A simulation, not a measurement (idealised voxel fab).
Process module in this document: voxel transistor to metal
FYI the section here is cut, 265 nm wide, cells are 5 nm squares.
Square cells in a grid make up a cross-section in this document, and the grid is given as bands, listed from the top down, each one or more rows of cells.
Heights first: top, then bottom, in nm. Then materials, left to right, each with a width in nm. "throughout" on a single material: fills the band edge to edge. "empty": empty space.
Heights from 0 (as-received wafer is one material below). Bottom band endless downward, as "0 down".
The width entry "30 to 40" should be interpreted row by row: the top row of cells in the band takes the first number, the bottom row takes the second number, and the change between adjacent rows is uniform throughout.
What does "left unchanged" mean for a step? It means no cell of the cross-section changed in that step.
The list in "Completely sealed voids" covers empty spaces of 8 cells or more that cannot reach the top through any open way, and it gives each as width x height at distance; the distance is from the left edge, and width, height and distance are in nm.
after a step's settings: what the simulator itself notes on the step
The setting "overlay nm" may be written on the line of a step. When the step uses a mask, the value reports how far to the right of the planned place the mask lay, and a negative value reports that it lay to the left.
The following list gives the planned process steps
1,RECEIVE (material Si)
2,CONFORMAL_DEP (material SiO2; thk nm 5)
3,CONFORMAL_DEP (material SiN; thk nm 10)
4,DIRECTIONAL_DEP (material aC; thk nm 10)
5,PATTERN (tone cover; mask id ACTIVE; material resist; width nm 105; pitch nm 125; thk nm 30; overlay nm 0)
6,DIRECTIONAL_ETCH (etch materials aC; depth nm 10)
7,STRIP (etch materials resist)
8,DIRECTIONAL_ETCH (etch materials SiN; depth nm 10)
9,DIRECTIONAL_ETCH (etch materials SiO2; depth nm 5)
10,DIRECTIONAL_ETCH (etch materials Si; depth nm 35)
11,STRIP (etch materials aC)
12,FILL_DEP (material SiO2; thk nm 10)
13,CMP (height nm 15)
14,SELECTIVE_ETCH (etch materials SiO2; depth nm 5)
15,STRIP (etch materials SiN)
16,SELECTIVE_ETCH (etch materials SiO2; depth nm 5)
17,OXIDIZE (depth nm 5)
18,DIRECTIONAL_DEP (material polySi; thk nm 25)
19,DIRECTIONAL_DEP (material SiCN; thk nm 15)
20,MASKED_ETCH (tone cover; mask id GATE; width nm 25; pitch nm 125; etch materials SiCN; depth nm 25; overlay nm 0)
21,MASKED_ETCH (tone cover; mask id GATE; width nm 25; pitch nm 125; etch materials polySi; depth nm 35; overlay nm 0)
22,CONFORMAL_DEP (material SiN; thk nm 5)
23,DIRECTIONAL_ETCH (etch materials SiN; depth nm 5)
24,DIRECTIONAL_ETCH (etch materials SiO2; depth nm 5)
25,EPI (material nSi; thk nm 5)
26,FILL_DEP (material SiO2; thk nm 10)
27,CMP (height nm 25)
28,STRIP (etch materials polySi)
29,SELECTIVE_ETCH (etch materials SiO2; depth nm 5)
30,CONFORMAL_DEP (material HfO2; thk nm 5)
31,CONFORMAL_DEP (material TiN; thk nm 5)
32,FILL_DEP (material W; thk nm 10)
33,CMP (height nm 20)
34,DIRECTIONAL_DEP (material SiO2; thk nm 10)
35,PATTERN (tone open; mask id CONTACT; material resist; width nm 15; thk nm 20; overlay nm 0)
36,DIRECTIONAL_ETCH (etch materials SiO2; depth nm 30)
37,STRIP (etch materials resist)
38,CONFORMAL_DEP (material TiN; thk nm 5)
39,FILL_DEP (material Ru; thk nm 10)
40,CMP (height nm 30)
41,CONFORMAL_DEP (material SiN; thk nm 5)
42,DIRECTIONAL_DEP (material lowk; thk nm 15)
43,PATTERN (tone open; mask id METAL_1; material resist; width nm 15; thk nm 15; overlay nm 0)
44,DIRECTIONAL_ETCH (etch materials lowk; depth nm 15)
45,DIRECTIONAL_ETCH (etch materials SiN; depth nm 5)
46,STRIP (etch materials resist)
47,CONFORMAL_DEP (material TiN; thk nm 5)
48,FILL_DEP (material Cu; thk nm 5)
49,CMP (height nm 50)
50,EPI (material Ru; thk nm 5)
51,FILL_DEP (material SiCN; thk nm 5)
As received (post step 1): cross-section
- 0 down = Si throughout
- Completely sealed voids: none
Cross-section: first of two wafers, module finished, run according to plan
- 60 to 55 = SiCN throughout
- 55 to 50 = SiCN (20) | Ru (25) | SiCN (45) | Ru (25) | SiCN (30) | Ru (25) | SiCN (45) | Ru (25) | SiCN (25)
- 50 to 35 = lowk (25) | TiN (5) | Cu (5) | TiN (5) | lowk (55) | TiN (5) | Cu (5) | TiN (5) | lowk (40) | TiN (5) | Cu (5) | TiN (5) | lowk (55) | TiN (5) | Cu (5) | TiN (5) | lowk (30)
- 35 to 30 = SiN (25) | TiN (15) | SiN (55) | TiN (15) | SiN (40) | TiN (15) | SiN (55) | TiN (15) | SiN (30)
- 30 to 20 = SiO2 (25) | TiN (5) | Ru (5) | TiN (5) | SiO2 (55) | TiN (5) | Ru (5) | TiN (5) | SiO2 (40) | TiN (5) | Ru (5) | TiN (5) | SiO2 (55) | TiN (5) | Ru (5) | TiN (5) | SiO2 (30)
- 20 to 5 = SiO2 (25) | TiN (5) | Ru (5) | TiN (5) | SiO2 (10) | SiN (5) | HfO2 (5) | TiN (5) | W (5) | TiN (5) | HfO2 (5) | SiN (5) | SiO2 (10) | TiN (5) | Ru (5) | TiN (5) | SiO2 (40) | TiN (5) | Ru (5) | TiN (5) | SiO2 (10) | SiN (5) | HfO2 (5) | TiN (5) | W (5) | TiN (5) | HfO2 (5) | SiN (5) | SiO2 (10) | TiN (5) | Ru (5) | TiN (5) | SiO2 (30)
- 5 to 0 = SiO2 (10) | SiN (5) | SiO2 (10) | TiN (15) | SiO2 (10) | SiN (5) | HfO2 (5) | TiN (15) | HfO2 (5) | SiN (5) | SiO2 (10) | TiN (15) | SiO2 (10) | SiN (5) | SiO2 (10) | SiN (5) | SiO2 (10) | TiN (15) | SiO2 (10) | SiN (5) | HfO2 (5) | TiN (15) | HfO2 (5) | SiN (5) | SiO2 (10) | TiN (15) | SiO2 (10) | SiN (5) | SiO2 (15)
- 0 to -5 = SiO2 (15) | nSi (35) | HfO2 (35) | nSi (35) | SiO2 (20) | nSi (35) | HfO2 (35) | nSi (35) | SiO2 (20)
- -5 to -35 = SiO2 (15) | Si (105) | SiO2 (20) | Si (105) | SiO2 (20)
- -35 down = Si throughout
- Completely sealed voids: none
Cross-section, second wafer: same start as the first, same plan as the first, one mistake in running it; taken at the end of the module
- 60 to 55 = SiCN throughout
- 55 to 50 = SiCN (20) | Ru (25) | SiCN (45) | Ru (25) | SiCN (30) | Ru (25) | SiCN (45) | Ru (25) | SiCN (25)
- 50 to 45 = SiN (25) | TiN (15) | SiN (55) | TiN (15) | SiN (40) | TiN (15) | SiN (55) | TiN (15) | SiN (30)
- 45 to 30 = lowk throughout
- 30 to 20 = SiO2 (25) | TiN (5) | Ru (5) | TiN (5) | SiO2 (55) | TiN (5) | Ru (5) | TiN (5) | SiO2 (40) | TiN (5) | Ru (5) | TiN (5) | SiO2 (55) | TiN (5) | Ru (5) | TiN (5) | SiO2 (30)
- 20 to 5 = SiO2 (25) | TiN (5) | Ru (5) | TiN (5) | SiO2 (10) | SiN (5) | HfO2 (5) | TiN (5) | W (5) | TiN (5) | HfO2 (5) | SiN (5) | SiO2 (10) | TiN (5) | Ru (5) | TiN (5) | SiO2 (40) | TiN (5) | Ru (5) | TiN (5) | SiO2 (10) | SiN (5) | HfO2 (5) | TiN (5) | W (5) | TiN (5) | HfO2 (5) | SiN (5) | SiO2 (10) | TiN (5) | Ru (5) | TiN (5) | SiO2 (30)
- 5 to 0 = SiO2 (10) | SiN (5) | SiO2 (10) | TiN (15) | SiO2 (10) | SiN (5) | HfO2 (5) | TiN (15) | HfO2 (5) | SiN (5) | SiO2 (10) | TiN (15) | SiO2 (10) | SiN (5) | SiO2 (10) | SiN (5) | SiO2 (10) | TiN (15) | SiO2 (10) | SiN (5) | HfO2 (5) | TiN (15) | HfO2 (5) | SiN (5) | SiO2 (10) | TiN (15) | SiO2 (10) | SiN (5) | SiO2 (15)
- 0 to -5 = SiO2 (15) | nSi (35) | HfO2 (35) | nSi (35) | SiO2 (20) | nSi (35) | HfO2 (35) | nSi (35) | SiO2 (20)
- -5 to -35 = SiO2 (15) | Si (105) | SiO2 (20) | Si (105) | SiO2 (20)
- -35 down = Si throughout
- Completely sealed voids: none
Which mistake was made when the wafer was run? steps 41 and 42 were swapped
Count the cells at the end and the second wafer has more or fewer of some materials than the first: 12 fewer of Cu; 24 fewer of TiN; 36 more of lowk
